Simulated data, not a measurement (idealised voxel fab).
process module | voxel capacitor over wiring
cross-section cut | 205 nm wide | cells 5 nm
A cross-section is a grid of square cells, given in bands from the top down. A band is one or more rows of cells.
Each band's line starts with the height of the band's top and of its bottom, in nm. Then come its materials from left to right, each with its width in nm. One material with "throughout" fills the band from edge to edge. "air" is empty space.
Height 0 is the level under which the wafer as received is all one material. The lowest band goes on downwards, as in "0 down".
A width such as "30 to 40" changes by the same amount from each row of cells to the next, from the band's top row to its bottom row.
"no change" after a step means that no cell of the cross-section changed.
closed voids: empty space of 8 cells or more with no open way to the top, each as width x height at its distance from the left edge, in nm
after a step's settings: what the simulator itself notes on the step
overlay nm, on a step with a mask: how far to the right of its planned place the mask lay; to the left if negative
plan
1 op RECEIVE | material Si
2 op CONFORMAL_DEP | material SiO2 | thk nm 15
3 op DIRECTIONAL_DEP | material TiN | thk nm 5
4 op DIRECTIONAL_DEP | material Ru | thk nm 20
5 op PATTERN | tone cover | mask id METAL_1 | material resist | width nm 25 | pitch nm 90 | thk nm 20 | overlay nm 0
6 op DIRECTIONAL_ETCH | etch materials Ru | depth nm 20
7 op DIRECTIONAL_ETCH | etch materials TiN | depth nm 5
8 op STRIP | etch materials resist
9 op CONFORMAL_DEP | material SiCN | thk nm 5
10 op FILL_DEP | material lowk | thk nm 5
11 op CMP | height nm 40
12 op CONFORMAL_DEP | material SiCN | thk nm 5
13 op DIRECTIONAL_DEP | material SiO2 | thk nm 10
14 op PATTERN | tone open | mask id PLUG_1 | material resist | width nm 15 | thk nm 20 | overlay nm 0
15 op DIRECTIONAL_ETCH | etch materials SiO2 | depth nm 10
16 op DIRECTIONAL_ETCH | etch materials SiCN | depth nm 5
17 op STRIP | etch materials resist
18 op EPI | material Ru | thk nm 10
19 op EPI | material Ru | thk nm 5
20 op DIRECTIONAL_DEP | material TiN | thk nm 10
21 op DIRECTIONAL_DEP | material Al2O3 | thk nm 5
22 op DIRECTIONAL_DEP | material TiN | thk nm 10
23 op PATTERN | tone cover | mask id UPPER_PLATE | material resist | width nm 70 | thk nm 15 | overlay nm 0
24 op DIRECTIONAL_ETCH | etch materials TiN | depth nm 10
25 op DIRECTIONAL_ETCH | etch materials Al2O3 | depth nm 5
26 op STRIP | etch materials resist
27 op PATTERN | tone cover | mask id LOWER_PLATE | material resist | width nm 80 | thk nm 20 | overlay nm 0
28 op DIRECTIONAL_ETCH | etch materials TiN | depth nm 10
29 op STRIP | etch materials resist
30 op FILL_DEP | material SiO2 | thk nm 20
31 op CMP | height nm 95
32 op DIRECTIONAL_DEP | material aC | thk nm 15
33 op PATTERN | tone open | mask id PLUG_2 | material resist | width nm 15 | thk nm 30 | overlay nm 0
34 op DIRECTIONAL_ETCH | etch materials aC | depth nm 15
35 op STRIP | etch materials resist
36 op DIRECTIONAL_ETCH | etch materials SiO2 | depth nm 15
37 op STRIP | etch materials aC
38 op CONFORMAL_DEP | material TiN | thk nm 5
39 op FILL_DEP | material W | thk nm 10
40 op CMP | height nm 95
41 op CONFORMAL_DEP | material SiCN | thk nm 5
as received, after step 1
  0 down: Si throughout
  closed voids: none
a wafer at the end: this start, this plan, one mistake
  100 to 95: SiCN throughout
  95 to 85: SiO2 65 | TiN 5 | W 5 | TiN 5 | SiO2 125
  85 to 80: SiO2 65 | TiN 15 | SiO2 125
  80 to 70: SiO2 55 | TiN 70 | SiO2 80
  70 to 65: SiO2 55 | Al2O3 70 | SiO2 80
  65 to 55: SiO2 50 | TiN 80 | SiO2 75
  55 to 45: SiO2 55 | Ru 20 | SiO2 130
  45 to 40: SiCN 55 | Ru 20 | SiCN 130
  40 to 20: lowk 40 | SiCN 5 | Ru 25 | SiCN 5 | lowk 55 | SiCN 5 | Ru 25 | SiCN 5 | lowk 40
  20 to 15: SiCN 45 | TiN 25 | SiCN 65 | TiN 25 | SiCN 45
  15 to 0: SiO2 throughout
  0 down: Si throughout
  closed voids: none
what went wrong: step 14 ran as: op PATTERN | tone open | mask id PLUG_1 | material resist | width nm 20 | thk nm 20 | overlay nm 0
